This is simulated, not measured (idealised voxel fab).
Title: Process Module voxel capacitor over wiring
The width of the displayed cross-section, cut, is 155 nm; its cells are square, with a size of 5 nm.
The cross-sections in this document take the form of a grid made of square cells. They are written out as bands, in order from top to bottom. Each band consists of one or more rows of cells.
Basically the band line says how high the top is and how high the bottom is, in nm, and then what's in it from left to right, every material with its width in nm. Empty space shows up as "air", and if a single material carries "edge to edge" it runs the full band edge to edge.
Heads up on the height convention: 0 is the point under which the incoming wafer is all one material, and the lowest band has no bottom, it just keeps going down, like "0 nm and below".
Read "30..40" as a graded width: first number on top, second number at the bottom, same change between each pair of neighbouring rows.
Step note "remained unchanged" = no cross-section cell changed.
"Closed cavity list" enumerates empty spaces isolated from the top, with no open way to it, that contain at least 8 cells, giving each as width x height at distance from the left edge, all three in nm.
On a step's line, text after the settings is the simulator commenting on that step.
Each step line may optionally specify "overlay nm", which for a step with a mask gives the rightward distance between the mask's planned place and where it lay, a negative value indicating the leftward direction.

## Below is the list of planned process steps
- 1: RECEIVE (material Si)
- 2: CONFORMAL_DEP (material SiO2; thk nm 15)
- 3: CONFORMAL_DEP (material SiCN; thk nm 5)
- 4: DIRECTIONAL_DEP (material SiO2; thk nm 15)
- 5: PATTERN (tone open; mask id METAL_1; material resist; width nm 25; pitch nm 90; thk nm 20; overlay nm 0)
- 6: DIRECTIONAL_ETCH (etch materials SiO2; depth nm 15)
- 7: DIRECTIONAL_ETCH (etch materials SiCN; depth nm 5)
- 8: STRIP (etch materials resist)
- 9: CONFORMAL_DEP (material TiN; thk nm 5)
- 10: FILL_DEP (material Ru; thk nm 10)
- 11: CMP (height nm 35)
- 12: CONFORMAL_DEP (material SiCN; thk nm 5)
- 13: DIRECTIONAL_DEP (material SiO2; thk nm 15)
- 14: DIRECTIONAL_DEP (material aC; thk nm 10)
- 15: PATTERN (tone open; mask id PLUG_1; material resist; width nm 15; thk nm 25; overlay nm -15)
- 16: DIRECTIONAL_ETCH (etch materials aC; depth nm 10)
- 17: STRIP (etch materials resist)
- 18: DIRECTIONAL_ETCH (etch materials SiO2; depth nm 15)
- 19: DIRECTIONAL_ETCH (etch materials SiCN; depth nm 5)
- 20: STRIP (etch materials aC)
- 21: EPI (material Ru; thk nm 10)
- 22: EPI (material Ru; thk nm 10)
- 23: DIRECTIONAL_DEP (material TiN; thk nm 10)
- 24: DIRECTIONAL_DEP (material HfO2; thk nm 5)
- 25: DIRECTIONAL_DEP (material TiN; thk nm 5)
- 26: PATTERN (tone cover; mask id UPPER_PLATE; material resist; width nm 70; thk nm 15; overlay nm 0)
- 27: DIRECTIONAL_ETCH (etch materials TiN; depth nm 5)
- 28: DIRECTIONAL_ETCH (etch materials HfO2; depth nm 5)
- 29: STRIP (etch materials resist)
- 30: PATTERN (tone cover; mask id LOWER_PLATE; material resist; width nm 80; thk nm 20; overlay nm 0)
- 31: DIRECTIONAL_ETCH (etch materials TiN; depth nm 10)
- 32: STRIP (etch materials resist)
- 33: FILL_DEP (material SiO2; thk nm 20)
- 34: CMP (height nm 90)
- 35: PATTERN (tone open; mask id PLUG_2; material resist; width nm 15; thk nm 20; overlay nm 0)
- 36: DIRECTIONAL_ETCH (etch materials SiO2; depth nm 15)
- 37: STRIP (etch materials resist)
- 38: CONFORMAL_DEP (material TiN; thk nm 5)
- 39: FILL_DEP (material Ru; thk nm 10)
- 40: CMP (height nm 90)
- 41: CONFORMAL_DEP (material SiCN; thk nm 5)
Be aware that, although all wafers share a common starting state, the overlay nm at step 15 differs among them, and the plan displays the first wafer's value.

## As-received state after step 1, first of several wafers, cross-section
0 nm and below: Si edge to edge
Closed cavity list: none

## Take any row and you have a wafer at the end of the module: how many cells of each material it has gained (+) or lost (-) since it was received, and then its closed voids
overlay nm -15, +14 HfO2, +32 Ru, +80 SiCN, +388 SiO2, +75 TiN, Closed cavity list: none
overlay nm -10, +14 HfO2, +32 Ru, +80 SiCN, +388 SiO2, +75 TiN, Closed cavity list: none
overlay nm -5, +14 HfO2, +32 Ru, +80 SiCN, +388 SiO2, +75 TiN, Closed cavity list: none
overlay nm 0, +14 HfO2, +32 Ru, +80 SiCN, +388 SiO2, +75 TiN, Closed cavity list: none
overlay nm 5, +14 HfO2, +32 Ru, +80 SiCN, +388 SiO2, +75 TiN, Closed cavity list: none
overlay nm 10, +14 HfO2, +32 Ru, +80 SiCN, +388 SiO2, +75 TiN, Closed cavity list: none
overlay nm 15, +14 HfO2, +20 Ru, +80 SiCN, +400 SiO2, +75 TiN, Closed cavity list: none
